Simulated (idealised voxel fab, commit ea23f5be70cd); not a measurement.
Process module heading - voxel self aligned contacts
Square cell edge 5 nm, section width 230 nm, ID cut.
How to read a cross-section here: the picture is a grid of square cells, written as bands going from the top down, and any band can span one or more rows of cells.
What a band's entry tells you: where the top is and where the bottom is, as heights in nm, and after that what lies inside, material by material from left to right, each with its width in nm. Empty space is written as the word "blank", and a single material marked with the word "edge to edge" occupies the band from edge to edge.
Height 0 is the level under which the wafer as received is all one material. The lowest band goes on downwards, as in "z 0 and below".
A two-number width, for instance "30 to 40", indicates that the width is equal to the first number in the top row of the band and to the second number in the bottom row, and that it changes by a constant amount per row of cells.
"changes: none" for a step: no cell of the cross-section changed in that step.
Any empty space of 8 cells or more lacking an open way to the top shows up in "Entrapped void list" as width x height at distance, distance from the left edge, in nm.
What comes after the settings on a step's line is commentary from the simulator itself on that step.
Steps that use a mask can have "overlay nm" on their line. It says how far the mask sat to the right of where it was meant to be. Negative means to the left.
The planned process steps are enumerated hereunder
- 1: RECEIVE [material Si]
- 2: OXIDIZE [depth nm 5]
- 3: DIRECTIONAL_DEP [material polySi] [thk nm 25]
- 4: DIRECTIONAL_DEP [material SiN] [thk nm 15]
- 5: MASKED_ETCH [tone cover] [mask id GATE] [width nm 30] [pitch nm 65] [etch materials SiN] [depth nm 15] [overlay nm 0]
- 6: MASKED_ETCH [tone cover] [mask id GATE] [width nm 30] [pitch nm 65] [etch materials polySi] [depth nm 25] [overlay nm 0]
- 7: CONFORMAL_DEP [material SiN] [thk nm 5]
- 8: DIRECTIONAL_ETCH [etch materials SiN] [depth nm 5]
- 9: FILL_DEP [material SiO2] [thk nm 20]
- 10: CMP [height nm 50]
- 11: MASKED_ETCH [tone open] [mask id CONTACT] [width nm 45] [pitch nm 65] [etch materials SiO2] [depth nm 55] [overlay nm 0]
- 12: CONFORMAL_DEP [material TiN] [thk nm 5]
- 13: FILL_DEP [material Ru] [thk nm 5]
- 14: CMP [height nm 50]
- 15: CONFORMAL_DEP [material SiCN] [thk nm 5]
So this is the incoming wafer in cross-section - it's already been through step 1
* z 0 and below = Si edge to edge
* Entrapped void list: none
Starting wafer: above. Plan: above. Run: one mistake. Cross-section after the module: below
* z 55 to 50 = SiCN edge to edge
* z 50 to 30 = SiO2=30; SiN=5; polySi=30; SiN=5; TiN=5; Ru=15; TiN=5; SiN=5; polySi=30; SiN=5; TiN=5; Ru=15; TiN=5; SiN=5; polySi=30; SiN=5; SiO2=30
* z 30 to 25 = SiO2=30; SiN=5; polySi=30; SiN=5; TiN=25; SiN=5; polySi=30; SiN=5; TiN=25; SiN=5; polySi=30; SiN=5; SiO2=30
* z 25 to 0 = polySi edge to edge
* z 0 to -5 = SiO2 edge to edge
* z -5 and below = Si edge to edge
* Entrapped void list: none
In executing the process, a mistake was made relative to the plan: plan step 3 ran twice
